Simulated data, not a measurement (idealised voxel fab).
Title: Process Module voxel gate over fins
Xsec cut, 230 nm wide, square cell size 5 nm.
This document writes a cross-section as a grid whose cells are square, and gives it as bands, listed from the top down; one or more rows of cells form a band.
Basically the band line says how high the top is and how high the bottom is, in nm, and then what's in it from left to right, every material with its width in nm. Empty space shows up as "empty", and if a single material carries "full width" it runs the full band edge to edge.
A quick word on heights: they are counted from 0, and under that level the wafer as it came to us is one material throughout. The lowest band is different from the rest in having no bottom; it simply continues downward, written as in "0 down".
It should be noted that a width expressed as "30->40" varies in equal increments from row to row of cells within the band, taking the value of the first number at the top row and that of the second number at the bottom row.
Any step labelled "changes: none" changed none of the cells in the cross-section.
Look at "Sealed cavities" for the closed voids: empty spaces with no open path to the top, sized 8 cells or up. Each is width x height at distance, distance from the left edge, all nm.
Heads up: the bit after the settings on a step's line is the simulator's remark on that step.
overlay nm: how far to the right of its planned place the mask lay on this masked step (negative: to the left).

Intended process steps
step 1: RECEIVE [material Si]
step 2: CONFORMAL_DEP [material SiN] [thk nm 10]
step 3: PATTERN [tone cover] [mask id FINS] [material resist] [width nm 15] [pitch nm 40] [thk nm 15] [overlay nm 0]
step 4: DIRECTIONAL_ETCH [etch materials SiN] [depth nm 10]
step 5: DIRECTIONAL_ETCH [etch materials Si] [depth nm 40]
step 6: STRIP [etch materials resist]
step 7: OXIDIZE [depth nm 5]
step 8: FILL_DEP [material SiO2] [thk nm 15]
step 9: CMP [height nm 10]
step 10: SELECTIVE_ETCH [etch materials SiO2] [depth nm 20]
step 11: STRIP [etch materials SiN]
step 12: CONFORMAL_DEP [material HfO2] [thk nm 5]
step 13: CONFORMAL_DEP [material TiN] [thk nm 5]
step 14: CONFORMAL_DEP [material TiAl] [thk nm 5]
step 15: CONFORMAL_DEP [material TiN] [thk nm 5]
step 16: FILL_DEP [material W] [thk nm 10]
step 17: CMP [height nm 25]
step 18: CONFORMAL_DEP [material SiCN] [thk nm 5]

This is the cross-section of the wafer as we received it, i.e. after step 1
    0 down | Si full width
    Sealed cavities: none

The cross-section shown corresponds to the wafer at the conclusion of the module. The initial structure and the process plan are those presented above; however, one mistake occurred in executing the plan
    30 to 25 | SiCN full width
    25 to 20 | W full width
    20 to 15 | W 50; TiN 125; W 55
    15 to 10 | W 50; TiN 5; TiAl 35; TiN 5; TiAl 35; TiN 5; TiAl 35; TiN 5; W 55
    10 to 5 | TiN 55; TiAl 5; TiN 25; TiAl 5; TiN 5; TiAl 5; TiN 25; TiAl 5; TiN 5; TiAl 5; TiN 25; TiAl 5; TiN 60
    5 to 0 | TiAl 60; TiN 5; HfO2 15; TiN 5; TiAl 5; TiN 5; TiAl 5; TiN 5; HfO2 15; TiN 5; TiAl 5; TiN 5; TiAl 5; TiN 5; HfO2 15; TiN 5; TiAl 65
    0 to -5 | TiN 55; TiAl 5; TiN 5; HfO2 5; Si 5; HfO2 5; TiN 5; TiAl 5; TiN 5; TiAl 5; TiN 5; HfO2 5; Si 5; HfO2 5; TiN 5; TiAl 5; TiN 5; TiAl 5; TiN 5; HfO2 5; Si 5; HfO2 5; TiN 5; TiAl 5; TiN 60
    -5 to -10 | HfO2 50; TiN 5; TiAl 5; TiN 5; HfO2 5; Si 5; HfO2 5; TiN 5; TiAl 15; TiN 5; HfO2 5; Si 5; HfO2 5; TiN 5; TiAl 15; TiN 5; HfO2 5; Si 5; HfO2 5; TiN 5; TiAl 5; TiN 5; HfO2 55
    -10 to -15 | SiO2 45; HfO2 5; TiN 15; HfO2 5; Si 5; HfO2 5; TiN 25; HfO2 5; Si 5; HfO2 5; TiN 25; HfO2 5; Si 5; HfO2 5; TiN 15; HfO2 5; SiO2 50
    -15 to -20 | SiO2 45; HfO2 25; Si 5; HfO2 35; Si 5; HfO2 35; Si 5; HfO2 25; SiO2 50
    -20 to -45 | SiO2 70; Si 5; SiO2 35; Si 5; SiO2 35; Si 5; SiO2 75
    -45 down | Si full width
    Sealed cavities: none
Diagnosis: swap of plan steps 10 and 11 during execution
